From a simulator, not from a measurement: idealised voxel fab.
process module | voxel local oxidation
cross-section cut | 165 nm wide | cells 5 nm
A cross-section is a grid of square cells, given in bands from the top down. A band is one or more rows of cells.
Each band's line starts with the height of the band's top and of its bottom, in nm. Then come its materials from left to right, each with its width in nm. One material with "throughout" fills the band from edge to edge. "air" is empty space.
Height 0 is the level under which the wafer as received is all one material. The lowest band goes on downwards, as in "0 down".
A width such as "30 to 40" changes by the same amount from each row of cells to the next, from the band's top row to its bottom row.
"no change" after a step means that no cell of the cross-section changed.
closed voids: empty space of 8 cells or more with no open way to the top, each as width x height at its distance from the left edge, in nm
after a step's settings: what the simulator itself notes on the step
overlay nm, on a step with a mask: how far to the right of its planned place the mask lay; to the left if negative
plan
1 op RECEIVE | material Si
2 op OXIDIZE | depth nm 5
3 op CONFORMAL_DEP | material SiN | thk nm 15
4 op PATTERN | tone cover | mask id ACTIVE | material resist | width nm 105 | thk nm 15 | overlay nm 0
5 op DIRECTIONAL_ETCH | etch materials SiN | depth nm 15
6 op STRIP | etch materials resist
7 op SELECTIVE_ETCH | etch materials SiO2 | depth nm 5
8 op OXIDIZE | depth nm 5
9 op STRIP | etch materials SiN
varied across the wafers: depth nm of step 8. The plan shows the first wafer's value. All wafers start alike
first wafer as received, after step 1
  0 down: Si throughout
  closed voids: none
first wafer at the end, after step 9
  0 to -5: air 35 | SiO2 95 | air 35
  -5 to -10: SiO2 40 | Si 85 | SiO2 40
  -10 down: Si throughout
  closed voids: none
last wafer at the end
  0 to -5: air 35 | SiO2 95 | air 35
  -5 to -35: SiO2 65 | Si 35 | SiO2 65
  -35 down: Si throughout
  closed voids: none
each wafer at the end: cells of each material gained (+) or lost (-) since it was received, then its closed voids
depth nm 5 | -49 Si | +35 SiO2 | closed voids: none
depth nm 10 | -69 Si | +55 SiO2 | closed voids: none
depth nm 15 | -93 Si | +79 SiO2 | closed voids: none
depth nm 20 | -121 Si | +107 SiO2 | closed voids: none
depth nm 25 | -153 Si | +139 SiO2 | closed voids: none
depth nm 30 | -189 Si | +175 SiO2 | closed voids: none
